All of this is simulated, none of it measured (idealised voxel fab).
Name of the process module below: voxel gate over fins
Displayed cross-section: cut, width of 230 nm, square cells sized 5 nm.
Just so we're on the same page, the cross-sections are grids of square cells, and they're listed out in bands top to bottom, each band one or more rows deep. What a band's entry tells you: where the top is and where the bottom is, as heights in nm, and after that what lies inside, material by material from left to right, each with its width in nm. Empty space is written as the word "blank", and a single material marked with the word "edge to edge" occupies the band from edge to edge. Counting heights begins at 0, where everything beneath is, in the wafer as received, one material. The lowest band has no bottom; it goes on downwards, as "0 -> down" shows. Note: "30..40" means the width goes from the first number (top row of the band) to the second number (bottom row) in equal steps per row of cells. Given "everything unchanged" for a step, no cell of the cross-section differs between before and after that step. What "Closed cavity list" gives you is every empty space of 8 cells or more that is cut off from the top. Each appears as width x height at distance, with the distance taken from the left edge and width, height and distance all in nm. after a step's settings: what the simulator itself notes on the step. overlay nm: mask offset rightward from planned place, masked step; negative means leftward offset.
### Below is the list of planned process steps
1) RECEIVE: material Si
2) CONFORMAL_DEP: material SiN, thk nm 10
3) PATTERN: tone cover, mask id FINS, material resist, width nm 15, pitch nm 40, thk nm 15, overlay nm 0
4) DIRECTIONAL_ETCH: etch materials SiN, depth nm 10
5) DIRECTIONAL_ETCH: etch materials Si, depth nm 40
6) STRIP: etch materials resist
7) OXIDIZE: depth nm 5
8) FILL_DEP: material SiO2, thk nm 15
9) CMP: height nm 10
10) SELECTIVE_ETCH: etch materials SiO2, depth nm 20
11) STRIP: etch materials SiN
12) CONFORMAL_DEP: material HfO2, thk nm 5
13) CONFORMAL_DEP: material TiN, thk nm 5
14) CONFORMAL_DEP: material TiAl, thk nm 5
15) CONFORMAL_DEP: material TiN, thk nm 5
16) FILL_DEP: material W, thk nm 10
17) CMP: height nm 25
18) CONFORMAL_DEP: material SiCN, thk nm 5
### Wafer as received: cross-section following step 1
    0 -> down = Si edge to edge
    Closed cavity list: none
### The plan above was carried out on the starting structure above with one mistake, and this cross-section shows the wafer at the end of the module
    30 -> 25 = SiCN edge to edge
    25 -> 20 = W edge to edge
    20 -> 15 = 45 nm W / 135 nm TiN / 50 nm W
    15 -> 10 = 45 nm W / 5 nm TiN / 125 nm TiAl / 5 nm TiN / 50 nm W
    10 -> 5 = 50 nm TiN / 5 nm TiAl / 35 nm TiN / 5 nm TiAl / 35 nm TiN / 5 nm TiAl / 35 nm TiN / 5 nm TiAl / 55 nm TiN
    5 -> 0 = 55 nm TiAl / 5 nm TiN / 25 nm HfO2 / 5 nm TiN / 5 nm TiAl / 5 nm TiN / 25 nm HfO2 / 5 nm TiN / 5 nm TiAl / 5 nm TiN / 25 nm HfO2 / 5 nm TiN / 60 nm TiAl
    0 -> -5 = 60 nm TiN / 5 nm HfO2 / 15 nm Si / 5 nm HfO2 / 15 nm TiN / 5 nm HfO2 / 15 nm Si / 5 nm HfO2 / 15 nm TiN / 5 nm HfO2 / 15 nm Si / 5 nm HfO2 / 65 nm TiN
    -5 -> -10 = 65 nm HfO2 / 15 nm Si / 25 nm HfO2 / 15 nm Si / 25 nm HfO2 / 15 nm Si / 70 nm HfO2
    -10 -> -45 = 65 nm SiO2 / 15 nm Si / 25 nm SiO2 / 15 nm Si / 25 nm SiO2 / 15 nm Si / 70 nm SiO2
    -45 -> down = Si edge to edge
    Closed cavity list: none
What went wrong in running the wafer? step 3 did not happen as planned, as run it was PATTERN: tone cover, mask id FINS, material resist, width nm 25, pitch nm 40, thk nm 15, overlay nm 0
